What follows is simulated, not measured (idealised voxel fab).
process module | voxel transistor to metal
cross-section cut | 300 nm wide | cells 5 nm
A cross-section is a grid of square cells, given in bands from the top down. A band is one or more rows of cells.
Each band's line starts with the height of the band's top and of its bottom, in nm. Then come its materials from left to right, each with its width in nm. One material with "throughout" fills the band from edge to edge. "air" is empty space.
Height 0 is the level under which the wafer as received is all one material. The lowest band goes on downwards, as in "0 down".
A width such as "30 to 40" changes by the same amount from each row of cells to the next, from the band's top row to its bottom row.
"no change" after a step means that no cell of the cross-section changed.
closed voids: empty space of 8 cells or more with no open way to the top, each as width x height at its distance from the left edge, in nm
after a step's settings: what the simulator itself notes on the step
overlay nm, on a step with a mask: how far to the right of its planned place the mask lay; to the left if negative
plan
1 op RECEIVE | material Si
2 op OXIDIZE | depth nm 5
3 op CONFORMAL_DEP | material SiN | thk nm 10
4 op DIRECTIONAL_DEP | material aC | thk nm 15
5 op PATTERN | tone cover | mask id ACTIVE | material resist | width nm 105 | pitch nm 135 | thk nm 35 | overlay nm 0
6 op DIRECTIONAL_ETCH | etch materials aC | depth nm 15
7 op STRIP | etch materials resist
8 op DIRECTIONAL_ETCH | etch materials SiN | depth nm 10
9 op DIRECTIONAL_ETCH | etch materials SiO2 | depth nm 5
10 op DIRECTIONAL_ETCH | etch materials Si | depth nm 30
11 op STRIP | etch materials aC
12 op FILL_DEP | material SiO2 | thk nm 15
13 op CMP | height nm 10
14 op SELECTIVE_ETCH | etch materials SiO2 | depth nm 10
15 op STRIP | etch materials SiN
16 op SELECTIVE_ETCH | etch materials SiO2 | depth nm 5
17 op OXIDIZE | depth nm 5
18 op DIRECTIONAL_DEP | material polySi | thk nm 25
19 op DIRECTIONAL_DEP | material SiCN | thk nm 15
20 op MASKED_ETCH | tone cover | mask id GATE | width nm 25 | pitch nm 135 | etch materials SiCN | depth nm 25 | overlay nm 0
21 op MASKED_ETCH | tone cover | mask id GATE | width nm 25 | pitch nm 135 | etch materials polySi | depth nm 35 | overlay nm 0
22 op CONFORMAL_DEP | material SiN | thk nm 5
23 op DIRECTIONAL_ETCH | etch materials SiN | depth nm 5
24 op DIRECTIONAL_ETCH | etch materials SiO2 | depth nm 5
25 op DIRECTIONAL_ETCH | etch materials Si | depth nm 15
26 op EPI | material SiGe | thk nm 15
27 op FILL_DEP | material SiO2 | thk nm 10
28 op CMP | height nm 20
29 op STRIP | etch materials polySi
30 op SELECTIVE_ETCH | etch materials SiO2 | depth nm 5
31 op CONFORMAL_DEP | material HfO2 | thk nm 5
32 op CONFORMAL_DEP | material TiN | thk nm 5
33 op FILL_DEP | material W | thk nm 5
34 op CMP | height nm 15
35 op DIRECTIONAL_DEP | material SiO2 | thk nm 10
36 op DIRECTIONAL_DEP | material aC | thk nm 10
37 op PATTERN | tone open | mask id CONTACT | material resist | width nm 15 | thk nm 25 | overlay nm 0
38 op DIRECTIONAL_ETCH | etch materials aC | depth nm 10
39 op STRIP | etch materials resist
40 op DIRECTIONAL_ETCH | etch materials SiO2 | depth nm 35
41 op STRIP | etch materials aC
42 op CONFORMAL_DEP | material TiN | thk nm 5
43 op FILL_DEP | material W | thk nm 10
44 op CMP | height nm 25
45 op CONFORMAL_DEP | material SiN | thk nm 5
46 op DIRECTIONAL_DEP | material lowk | thk nm 20
47 op MASKED_ETCH | tone open | mask id METAL_1 | width nm 15 | etch materials lowk | depth nm 20 | overlay nm 0
48 op MASKED_ETCH | tone open | mask id METAL_1 | width nm 15 | etch materials SiN | depth nm 5 | overlay nm 0
49 op CONFORMAL_DEP | material TiN | thk nm 5
50 op FILL_DEP | material W | thk nm 5
51 op CMP | height nm 50
52 op CONFORMAL_DEP | material SiCN | thk nm 5
53 op DIRECTIONAL_DEP | material lowk | thk nm 30
54 op PATTERN | tone open | mask id METAL_2 | material resist | width nm 15 | pitch nm 135 | thk nm 20 | overlay nm 0
55 op DIRECTIONAL_ETCH | etch materials lowk | depth nm 20
56 op STRIP | etch materials resist
57 op PATTERN | tone open | mask id METAL_2_HOLES | material resist | width nm 15 | pitch nm 135 | thk nm 20 | overlay nm 0
58 op DIRECTIONAL_ETCH | etch materials lowk | depth nm 10
59 op DIRECTIONAL_ETCH | etch materials SiCN | depth nm 5
60 op STRIP | etch materials resist
61 op CONFORMAL_DEP | material TiN | thk nm 5
62 op FILL_DEP | material Ru | thk nm 5
63 op CMP | height nm 85
64 op CONFORMAL_DEP | material SiCN | thk nm 5
first wafer, as planned
as received, after step 1
  0 down: Si throughout
  closed voids: none
after step 2
  0 to -5: SiO2 throughout
  below -5: unchanged
after step 3
  10 to 0: SiN throughout
  below 0: unchanged
after step 4
  25 to 10: aC throughout
  below 10: unchanged
after step 5
  60 to 25: air 30 | resist 105 | air 30 | resist 105 | air 30
  below 25: unchanged
after step 6
  45 to 25: air 30 | resist 105 | air 30 | resist 105 | air 30
  25 to 10: air 30 | aC 105 | air 30 | aC 105 | air 30
  below 10: unchanged
after step 7
  25 to 10: air 30 | aC 105 | air 30 | aC 105 | air 30
  below 10: unchanged
after step 8
  25 to 10: air 30 | aC 105 | air 30 | aC 105 | air 30
  10 to 0: air 30 | SiN 105 | air 30 | SiN 105 | air 30
  below 0: unchanged
after step 9
  25 to 10: air 30 | aC 105 | air 30 | aC 105 | air 30
  10 to 0: air 30 | SiN 105 | air 30 | SiN 105 | air 30
  0 to -5: air 30 | SiO2 105 | air 30 | SiO2 105 | air 30
  below -5: unchanged
after step 10
  25 to 10: air 30 | aC 105 | air 30 | aC 105 | air 30
  10 to 0: air 30 | SiN 105 | air 30 | SiN 105 | air 30
  0 to -5: air 30 | SiO2 105 | air 30 | SiO2 105 | air 30
  -5 to -35: air 30 | Si 105 | air 30 | Si 105 | air 30
  below -35: unchanged
after step 11
  10 to 0: air 30 | SiN 105 | air 30 | SiN 105 | air 30
  below 0: unchanged
after step 12
  25 to 10: SiO2 throughout
  10 to 0: SiO2 30 | SiN 105 | SiO2 30 | SiN 105 | SiO2 30
  0 to -5: SiO2 throughout
  -5 to -35: SiO2 30 | Si 105 | SiO2 30 | Si 105 | SiO2 30
  below -35: unchanged
after step 13
  10 to 0: SiO2 30 | SiN 105 | SiO2 30 | SiN 105 | SiO2 30
  below 0: unchanged
after step 14
  10 to 0: air 30 | SiN 105 | air 30 | SiN 105 | air 30
  below 0: unchanged
after step 15
  0 to -5: SiO2 throughout
  below -5: unchanged
after step 16
  -5 to -35: SiO2 30 | Si 105 | SiO2 30 | Si 105 | SiO2 30
  below -35: unchanged
after step 17
  -5 to -10: SiO2 throughout
  below -10: unchanged
after step 18
  20 to -5: polySi throughout
  below -5: unchanged
after step 19
  35 to 20: SiCN throughout
  below 20: unchanged
after step 20
  35 to 20: air 70 | SiCN 25 | air 110 | SiCN 25 | air 70
  below 20: unchanged
after step 21
  35 to 20: air 70 | SiCN 25 | air 110 | SiCN 25 | air 70
  20 to -5: air 70 | polySi 25 | air 110 | polySi 25 | air 70
  below -5: unchanged
after step 22
  40 to 35: air 65 | SiN 35 | air 100 | SiN 35 | air 65
  35 to 20: air 65 | SiN 5 | SiCN 25 | SiN 5 | air 100 | SiN 5 | SiCN 25 | SiN 5 | air 65
  20 to 0: air 65 | SiN 5 | polySi 25 | SiN 5 | air 100 | SiN 5 | polySi 25 | SiN 5 | air 65
  0 to -5: SiN 70 | polySi 25 | SiN 110 | polySi 25 | SiN 70
  below -5: unchanged
after step 23
  35 to 20: air 65 | SiN 5 | SiCN 25 | SiN 5 | air 100 | SiN 5 | SiCN 25 | SiN 5 | air 65
  20 to -5: air 65 | SiN 5 | polySi 25 | SiN 5 | air 100 | SiN 5 | polySi 25 | SiN 5 | air 65
  below -5: unchanged
after step 24
  35 to 20: air 65 | SiN 5 | SiCN 25 | SiN 5 | air 100 | SiN 5 | SiCN 25 | SiN 5 | air 65
  20 to -5: air 65 | SiN 5 | polySi 25 | SiN 5 | air 100 | SiN 5 | polySi 25 | SiN 5 | air 65
  -5 to -10: air 65 | SiO2 35 | air 100 | SiO2 35 | air 65
  below -10: unchanged
after step 25
  35 to 20: air 65 | SiN 5 | SiCN 25 | SiN 5 | air 100 | SiN 5 | SiCN 25 | SiN 5 | air 65
  20 to -5: air 65 | SiN 5 | polySi 25 | SiN 5 | air 100 | SiN 5 | polySi 25 | SiN 5 | air 65
  -5 to -10: air 65 | SiO2 35 | air 100 | SiO2 35 | air 65
  -10 to -25: SiO2 30 | air 35 | Si 35 | air 35 | SiO2 30 | air 35 | Si 35 | air 35 | SiO2 30
  below -25: unchanged
after step 26
  35 to 20: air 65 | SiN 5 | SiCN 25 | SiN 5 | air 100 | SiN 5 | SiCN 25 | SiN 5 | air 65
  20 to 5: air 65 | SiN 5 | polySi 25 | SiN 5 | air 100 | SiN 5 | polySi 25 | SiN 5 | air 65
  5 to -5: air 50 | SiGe 15 | SiN 5 | polySi 25 | SiN 5 | SiGe 15 | air 70 | SiGe 15 | SiN 5 | polySi 25 | SiN 5 | SiGe 15 | air 50
  -5 to -10: air 50 | SiGe 15 | SiO2 35 | SiGe 15 | air 70 | SiGe 15 | SiO2 35 | SiGe 15 | air 50
  -10 to -25: SiO2 30 | SiGe 35 | Si 35 | SiGe 35 | SiO2 30 | SiGe 35 | Si 35 | SiGe 35 | SiO2 30
  below -25: unchanged
after step 27
  45 to 35: SiO2 throughout
  35 to 20: SiO2 65 | SiN 5 | SiCN 25 | SiN 5 | SiO2 100 | SiN 5 | SiCN 25 | SiN 5 | SiO2 65
  20 to 5: SiO2 65 | SiN 5 | polySi 25 | SiN 5 | SiO2 100 | SiN 5 | polySi 25 | SiN 5 | SiO2 65
  5 to -5: SiO2 50 | SiGe 15 | SiN 5 | polySi 25 | SiN 5 | SiGe 15 | SiO2 70 | SiGe 15 | SiN 5 | polySi 25 | SiN 5 | SiGe 15 | SiO2 50
  -5 to -10: SiO2 50 | SiGe 15 | SiO2 35 | SiGe 15 | SiO2 70 | SiGe 15 | SiO2 35 | SiGe 15 | SiO2 50
  below -10: unchanged
after step 28
  20 to 5: SiO2 65 | SiN 5 | polySi 25 | SiN 5 | SiO2 100 | SiN 5 | polySi 25 | SiN 5 | SiO2 65
  below 5: unchanged
after step 29
  20 to 5: SiO2 65 | SiN 5 | air 25 | SiN 5 | SiO2 100 | SiN 5 | air 25 | SiN 5 | SiO2 65
  5 to -5: SiO2 50 | SiGe 15 | SiN 5 | air 25 | SiN 5 | SiGe 15 | SiO2 70 | SiGe 15 | SiN 5 | air 25 | SiN 5 | SiGe 15 | SiO2 50
  below -5: unchanged
after step 30
  20 to 15: air 65 | SiN 5 | air 25 | SiN 5 | air 100 | SiN 5 | air 25 | SiN 5 | air 65
  15 to 5: SiO2 65 | SiN 5 | air 25 | SiN 5 | SiO2 100 | SiN 5 | air 25 | SiN 5 | SiO2 65
  5 to -5: SiO2 50 | SiGe 15 | SiN 5 | air 25 | SiN 5 | SiGe 15 | SiO2 70 | SiGe 15 | SiN 5 | air 25 | SiN 5 | SiGe 15 | SiO2 50
  -5 to -10: SiO2 50 | SiGe 15 | air 35 | SiGe 15 | SiO2 70 | SiGe 15 | air 35 | SiGe 15 | SiO2 50
  below -10: unchanged
after step 31
  25 to 20: air 60 | HfO2 15 | air 15 | HfO2 15 | air 90 | HfO2 15 | air 15 | HfO2 15 | air 60
  20 to 15: HfO2 65 | SiN 5 | HfO2 5 | air 15 | HfO2 5 | SiN 5 | HfO2 100 | SiN 5 | HfO2 5 | air 15 | HfO2 5 | SiN 5 | HfO2 65
  15 to 5: SiO2 65 | SiN 5 | HfO2 5 | air 15 | HfO2 5 | SiN 5 | SiO2 100 | SiN 5 | HfO2 5 | air 15 | HfO2 5 | SiN 5 | SiO2 65
  5 to -5: SiO2 50 | SiGe 15 | SiN 5 | HfO2 5 | air 15 | HfO2 5 | SiN 5 | SiGe 15 | SiO2 70 | SiGe 15 | SiN 5 | HfO2 5 | air 15 | HfO2 5 | SiN 5 | SiGe 15 | SiO2 50
  -5 to -10: SiO2 50 | SiGe 15 | HfO2 35 | SiGe 15 | SiO2 70 | SiGe 15 | HfO2 35 | SiGe 15 | SiO2 50
  below -10: unchanged
after step 32
  30 to 25: air 55 | TiN 25 | air 5 | TiN 25 | air 80 | TiN 25 | air 5 | TiN 25 | air 55
  25 to 20: TiN 60 | HfO2 15 | TiN 5 | air 5 | TiN 5 | HfO2 15 | TiN 90 | HfO2 15 | TiN 5 | air 5 | TiN 5 | HfO2 15 | TiN 60
  20 to 15: HfO2 65 | SiN 5 | HfO2 5 | TiN 5 | air 5 | TiN 5 | HfO2 5 | SiN 5 | HfO2 100 | SiN 5 | HfO2 5 | TiN 5 | air 5 | TiN 5 | HfO2 5 | SiN 5 | HfO2 65
  15 to 5: SiO2 65 | SiN 5 | HfO2 5 | TiN 5 | air 5 | TiN 5 | HfO2 5 | SiN 5 | SiO2 100 | SiN 5 | HfO2 5 | TiN 5 | air 5 | TiN 5 | HfO2 5 | SiN 5 | SiO2 65
  5 to 0: SiO2 50 | SiGe 15 | SiN 5 | HfO2 5 | TiN 5 | air 5 | TiN 5 | HfO2 5 | SiN 5 | SiGe 15 | SiO2 70 | SiGe 15 | SiN 5 | HfO2 5 | TiN 5 | air 5 | TiN 5 | HfO2 5 | SiN 5 | SiGe 15 | SiO2 50
  0 to -5: SiO2 50 | SiGe 15 | SiN 5 | HfO2 5 | TiN 15 | HfO2 5 | SiN 5 | SiGe 15 | SiO2 70 | SiGe 15 | SiN 5 | HfO2 5 | TiN 15 | HfO2 5 | SiN 5 | SiGe 15 | SiO2 50
  below -5: unchanged
after step 33
  35 to 30: W throughout
  30 to 25: W 55 | TiN 25 | W 5 | TiN 25 | W 80 | TiN 25 | W 5 | TiN 25 | W 55
  25 to 20: TiN 60 | HfO2 15 | TiN 5 | W 5 | TiN 5 | HfO2 15 | TiN 90 | HfO2 15 | TiN 5 | W 5 | TiN 5 | HfO2 15 | TiN 60
  20 to 15: HfO2 65 | SiN 5 | HfO2 5 | TiN 5 | W 5 | TiN 5 | HfO2 5 | SiN 5 | HfO2 100 | SiN 5 | HfO2 5 | TiN 5 | W 5 | TiN 5 | HfO2 5 | SiN 5 | HfO2 65
  15 to 5: SiO2 65 | SiN 5 | HfO2 5 | TiN 5 | W 5 | TiN 5 | HfO2 5 | SiN 5 | SiO2 100 | SiN 5 | HfO2 5 | TiN 5 | W 5 | TiN 5 | HfO2 5 | SiN 5 | SiO2 65
  5 to 0: SiO2 50 | SiGe 15 | SiN 5 | HfO2 5 | TiN 5 | W 5 | TiN 5 | HfO2 5 | SiN 5 | SiGe 15 | SiO2 70 | SiGe 15 | SiN 5 | HfO2 5 | TiN 5 | W 5 | TiN 5 | HfO2 5 | SiN 5 | SiGe 15 | SiO2 50
  below 0: unchanged
after step 34
  15 to 5: SiO2 65 | SiN 5 | HfO2 5 | TiN 5 | W 5 | TiN 5 | HfO2 5 | SiN 5 | SiO2 100 | SiN 5 | HfO2 5 | TiN 5 | W 5 | TiN 5 | HfO2 5 | SiN 5 | SiO2 65
  below 5: unchanged
after step 35
  25 to 15: SiO2 throughout
  below 15: unchanged
after step 36
  35 to 25: aC throughout
  below 25: unchanged
after step 37
  60 to 35: resist 35 | air 15 | resist 65 | air 15 | resist 40 | air 15 | resist 65 | air 15 | resist 35
  below 35: unchanged
after step 38
  50 to 35: resist 35 | air 15 | resist 65 | air 15 | resist 40 | air 15 | resist 65 | air 15 | resist 35
  35 to 25: aC 35 | air 15 | aC 65 | air 15 | aC 40 | air 15 | aC 65 | air 15 | aC 35
  below 25: unchanged
after step 39
  35 to 25: aC 35 | air 15 | aC 65 | air 15 | aC 40 | air 15 | aC 65 | air 15 | aC 35
  below 25: unchanged
after step 40
  35 to 25: aC 35 | air 15 | aC 65 | air 15 | aC 40 | air 15 | aC 65 | air 15 | aC 35
  25 to 15: SiO2 35 | air 15 | SiO2 65 | air 15 | SiO2 40 | air 15 | SiO2 65 | air 15 | SiO2 35
  15 to 5: SiO2 35 | air 15 | SiO2 15 | SiN 5 | HfO2 5 | TiN 5 | W 5 | TiN 5 | HfO2 5 | SiN 5 | SiO2 15 | air 15 | SiO2 40 | air 15 | SiO2 15 | SiN 5 | HfO2 5 | TiN 5 | W 5 | TiN 5 | HfO2 5 | SiN 5 | SiO2 15 | air 15 | SiO2 35
  5 to 0: SiO2 35 | air 15 | SiGe 15 | SiN 5 | HfO2 5 | TiN 5 | W 5 | TiN 5 | HfO2 5 | SiN 5 | SiGe 15 | air 15 | SiO2 40 | air 15 | SiGe 15 | SiN 5 | HfO2 5 | TiN 5 | W 5 | TiN 5 | HfO2 5 | SiN 5 | SiGe 15 | air 15 | SiO2 35
  0 to -5: SiO2 35 | air 15 | SiGe 15 | SiN 5 | HfO2 5 | TiN 15 | HfO2 5 | SiN 5 | SiGe 15 | air 15 | SiO2 40 | air 15 | SiGe 15 | SiN 5 | HfO2 5 | TiN 15 | HfO2 5 | SiN 5 | SiGe 15 | air 15 | SiO2 35
  -5 to -10: SiO2 35 | air 15 | SiGe 15 | HfO2 35 | SiGe 15 | air 15 | SiO2 40 | air 15 | SiGe 15 | HfO2 35 | SiGe 15 | air 15 | SiO2 35
  below -10: unchanged
after step 41
  25 to 15: SiO2 35 | air 15 | SiO2 65 | air 15 | SiO2 40 | air 15 | SiO2 65 | air 15 | SiO2 35
  below 15: unchanged
after step 42
  30 to 25: TiN 40 | air 5 | TiN 75 | air 5 | TiN 50 | air 5 | TiN 75 | air 5 | TiN 40
  25 to 15: SiO2 35 | TiN 5 | air 5 | TiN 5 | SiO2 65 | TiN 5 | air 5 | TiN 5 | SiO2 40 | TiN 5 | air 5 | TiN 5 | SiO2 65 | TiN 5 | air 5 | TiN 5 | SiO2 35
  15 to 5: SiO2 35 | TiN 5 | air 5 | TiN 5 | SiO2 15 | SiN 5 | HfO2 5 | TiN 5 | W 5 | TiN 5 | HfO2 5 | SiN 5 | SiO2 15 | TiN 5 | air 5 | TiN 5 | SiO2 40 | TiN 5 | air 5 | TiN 5 | SiO2 15 | SiN 5 | HfO2 5 | TiN 5 | W 5 | TiN 5 | HfO2 5 | SiN 5 | SiO2 15 | TiN 5 | air 5 | TiN 5 | SiO2 35
  5 to 0: SiO2 35 | TiN 5 | air 5 | TiN 5 | SiGe 15 | SiN 5 | HfO2 5 | TiN 5 | W 5 | TiN 5 | HfO2 5 | SiN 5 | SiGe 15 | TiN 5 | air 5 | TiN 5 | SiO2 40 | TiN 5 | air 5 | TiN 5 | SiGe 15 | SiN 5 | HfO2 5 | TiN 5 | W 5 | TiN 5 | HfO2 5 | SiN 5 | SiGe 15 | TiN 5 | air 5 | TiN 5 | SiO2 35
  0 to -5: SiO2 35 | TiN 5 | air 5 | TiN 5 | SiGe 15 | SiN 5 | HfO2 5 | TiN 15 | HfO2 5 | SiN 5 | SiGe 15 | TiN 5 | air 5 | TiN 5 | SiO2 40 | TiN 5 | air 5 | TiN 5 | SiGe 15 | SiN 5 | HfO2 5 | TiN 15 | HfO2 5 | SiN 5 | SiGe 15 | TiN 5 | air 5 | TiN 5 | SiO2 35
  -5 to -10: SiO2 35 | TiN 15 | SiGe 15 | HfO2 35 | SiGe 15 | TiN 15 | SiO2 40 | TiN 15 | SiGe 15 | HfO2 35 | SiGe 15 | TiN 15 | SiO2 35
  below -10: unchanged
after step 43
  40 to 30: W throughout
  30 to 25: TiN 40 | W 5 | TiN 75 | W 5 | TiN 50 | W 5 | TiN 75 | W 5 | TiN 40
  25 to 15: SiO2 35 | TiN 5 | W 5 | TiN 5 | SiO2 65 | TiN 5 | W 5 | TiN 5 | SiO2 40 | TiN 5 | W 5 | TiN 5 | SiO2 65 | TiN 5 | W 5 | TiN 5 | SiO2 35
  15 to 5: SiO2 35 | TiN 5 | W 5 | TiN 5 | SiO2 15 | SiN 5 | HfO2 5 | TiN 5 | W 5 | TiN 5 | HfO2 5 | SiN 5 | SiO2 15 | TiN 5 | W 5 | TiN 5 | SiO2 40 | TiN 5 | W 5 | TiN 5 | SiO2 15 | SiN 5 | HfO2 5 | TiN 5 | W 5 | TiN 5 | HfO2 5 | SiN 5 | SiO2 15 | TiN 5 | W 5 | TiN 5 | SiO2 35
  5 to 0: SiO2 35 | TiN 5 | W 5 | TiN 5 | SiGe 15 | SiN 5 | HfO2 5 | TiN 5 | W 5 | TiN 5 | HfO2 5 | SiN 5 | SiGe 15 | TiN 5 | W 5 | TiN 5 | SiO2 40 | TiN 5 | W 5 | TiN 5 | SiGe 15 | SiN 5 | HfO2 5 | TiN 5 | W 5 | TiN 5 | HfO2 5 | SiN 5 | SiGe 15 | TiN 5 | W 5 | TiN 5 | SiO2 35
  0 to -5: SiO2 35 | TiN 5 | W 5 | TiN 5 | SiGe 15 | SiN 5 | HfO2 5 | TiN 15 | HfO2 5 | SiN 5 | SiGe 15 | TiN 5 | W 5 | TiN 5 | SiO2 40 | TiN 5 | W 5 | TiN 5 | SiGe 15 | SiN 5 | HfO2 5 | TiN 15 | HfO2 5 | SiN 5 | SiGe 15 | TiN 5 | W 5 | TiN 5 | SiO2 35
  below -5: unchanged
after step 44
  25 to 15: SiO2 35 | TiN 5 | W 5 | TiN 5 | SiO2 65 | TiN 5 | W 5 | TiN 5 | SiO2 40 | TiN 5 | W 5 | TiN 5 | SiO2 65 | TiN 5 | W 5 | TiN 5 | SiO2 35
  below 15: unchanged
after step 45
  30 to 25: SiN throughout
  below 25: unchanged
after step 46
  50 to 30: lowk throughout
  below 30: unchanged
after step 47
  50 to 30: lowk 35 | air 15 | lowk 65 | air 15 | lowk 40 | air 15 | lowk 65 | air 15 | lowk 35
  below 30: unchanged
after step 48
  50 to 30: lowk 35 | air 15 | lowk 65 | air 15 | lowk 40 | air 15 | lowk 65 | air 15 | lowk 35
  30 to 25: SiN 35 | air 15 | SiN 65 | air 15 | SiN 40 | air 15 | SiN 65 | air 15 | SiN 35
  below 25: unchanged
after step 49
  55 to 50: TiN 40 | air 5 | TiN 75 | air 5 | TiN 50 | air 5 | TiN 75 | air 5 | TiN 40
  50 to 30: lowk 35 | TiN 5 | air 5 | TiN 5 | lowk 65 | TiN 5 | air 5 | TiN 5 | lowk 40 | TiN 5 | air 5 | TiN 5 | lowk 65 | TiN 5 | air 5 | TiN 5 | lowk 35
  30 to 25: SiN 35 | TiN 15 | SiN 65 | TiN 15 | SiN 40 | TiN 15 | SiN 65 | TiN 15 | SiN 35
  below 25: unchanged
after step 50
  60 to 55: W throughout
  55 to 50: TiN 40 | W 5 | TiN 75 | W 5 | TiN 50 | W 5 | TiN 75 | W 5 | TiN 40
  50 to 30: lowk 35 | TiN 5 | W 5 | TiN 5 | lowk 65 | TiN 5 | W 5 | TiN 5 | lowk 40 | TiN 5 | W 5 | TiN 5 | lowk 65 | TiN 5 | W 5 | TiN 5 | lowk 35
  below 30: unchanged
after step 51
  50 to 30: lowk 35 | TiN 5 | W 5 | TiN 5 | lowk 65 | TiN 5 | W 5 | TiN 5 | lowk 40 | TiN 5 | W 5 | TiN 5 | lowk 65 | TiN 5 | W 5 | TiN 5 | lowk 35
  below 30: unchanged
after step 52
  55 to 50: SiCN throughout
  below 50: unchanged
after step 53
  85 to 55: lowk throughout
  below 55: unchanged
after step 54
  105 to 85: resist 35 | air 15 | resist 120 | air 15 | resist 115
  below 85: unchanged
after step 55
  105 to 85: resist 35 | air 15 | resist 120 | air 15 | resist 115
  85 to 65: lowk 35 | air 15 | lowk 120 | air 15 | lowk 115
  below 65: unchanged
after step 56
  85 to 65: lowk 35 | air 15 | lowk 120 | air 15 | lowk 115
  below 65: unchanged
after step 57
  105 to 85: resist 35 | air 15 | resist 120 | air 15 | resist 115
  below 85: unchanged
after step 58
  105 to 85: resist 35 | air 15 | resist 120 | air 15 | resist 115
  85 to 55: lowk 35 | air 15 | lowk 120 | air 15 | lowk 115
  below 55: unchanged
after step 59
  105 to 85: resist 35 | air 15 | resist 120 | air 15 | resist 115
  85 to 55: lowk 35 | air 15 | lowk 120 | air 15 | lowk 115
  55 to 50: SiCN 35 | air 15 | SiCN 120 | air 15 | SiCN 115
  below 50: unchanged
after step 60
  85 to 55: lowk 35 | air 15 | lowk 120 | air 15 | lowk 115
  below 55: unchanged
after step 61
  90 to 85: TiN 40 | air 5 | TiN 130 | air 5 | TiN 120
  85 to 55: lowk 35 | TiN 5 | air 5 | TiN 5 | lowk 120 | TiN 5 | air 5 | TiN 5 | lowk 115
  55 to 50: SiCN 35 | TiN 15 | SiCN 120 | TiN 15 | SiCN 115
  below 50: unchanged
after step 62
  95 to 90: Ru throughout
  90 to 85: TiN 40 | Ru 5 | TiN 130 | Ru 5 | TiN 120
  85 to 55: lowk 35 | TiN 5 | Ru 5 | TiN 5 | lowk 120 | TiN 5 | Ru 5 | TiN 5 | lowk 115
  below 55: unchanged
after step 63
  85 to 55: lowk 35 | TiN 5 | Ru 5 | TiN 5 | lowk 120 | TiN 5 | Ru 5 | TiN 5 | lowk 115
  below 55: unchanged
after step 64
  90 to 85: SiCN throughout
  below 85: unchanged
second wafer: like start, like plan, one mistake. Through step 45 it matches the first wafer
when step 46 should have ended
  50 to 30: aC throughout
  below 30: unchanged
when step 47 should have ended: no change
when step 48 should have ended: no change
when step 49 should have ended
  55 to 50: TiN throughout
  below 50: unchanged
when step 50 should have ended
  60 to 55: W throughout
  below 55: unchanged
when step 51 should have ended
  50 to 30: aC throughout
  below 30: unchanged
when step 52 should have ended
  55 to 50: SiCN throughout
  below 50: unchanged
when step 53 should have ended
  85 to 55: lowk throughout
  below 55: unchanged
when step 54 should have ended
  105 to 85: resist 35 | air 15 | resist 120 | air 15 | resist 115
  below 85: unchanged
when step 55 should have ended
  105 to 85: resist 35 | air 15 | resist 120 | air 15 | resist 115
  85 to 65: lowk 35 | air 15 | lowk 120 | air 15 | lowk 115
  below 65: unchanged
when step 56 should have ended
  85 to 65: lowk 35 | air 15 | lowk 120 | air 15 | lowk 115
  below 65: unchanged
when step 57 should have ended
  105 to 85: resist 35 | air 15 | resist 120 | air 15 | resist 115
  below 85: unchanged
when step 58 should have ended
  105 to 85: resist 35 | air 15 | resist 120 | air 15 | resist 115
  85 to 55: lowk 35 | air 15 | lowk 120 | air 15 | lowk 115
  below 55: unchanged
when step 59 should have ended
  105 to 85: resist 35 | air 15 | resist 120 | air 15 | resist 115
  85 to 55: lowk 35 | air 15 | lowk 120 | air 15 | lowk 115
  55 to 50: SiCN 35 | air 15 | SiCN 120 | air 15 | SiCN 115
  below 50: unchanged
when step 60 should have ended
  85 to 55: lowk 35 | air 15 | lowk 120 | air 15 | lowk 115
  below 55: unchanged
when step 61 should have ended
  90 to 85: TiN 40 | air 5 | TiN 130 | air 5 | TiN 120
  85 to 55: lowk 35 | TiN 5 | air 5 | TiN 5 | lowk 120 | TiN 5 | air 5 | TiN 5 | lowk 115
  55 to 50: SiCN 35 | TiN 15 | SiCN 120 | TiN 15 | SiCN 115
  below 50: unchanged
when step 62 should have ended
  95 to 90: Ru throughout
  90 to 85: TiN 40 | Ru 5 | TiN 130 | Ru 5 | TiN 120
  85 to 55: lowk 35 | TiN 5 | Ru 5 | TiN 5 | lowk 120 | TiN 5 | Ru 5 | TiN 5 | lowk 115
  below 55: unchanged
when step 63 should have ended
  85 to 55: lowk 35 | TiN 5 | Ru 5 | TiN 5 | lowk 120 | TiN 5 | Ru 5 | TiN 5 | lowk 115
  below 55: unchanged
when step 64 should have ended
  90 to 85: SiCN throughout
  below 85: unchanged
what went wrong: step 46 ran as: op DIRECTIONAL_DEP | material aC | thk nm 20
at the end the second wafer has, in cells: 12 more of SiN | 44 fewer of TiN | 16 fewer of W | 240 more of aC | 192 fewer of lowk
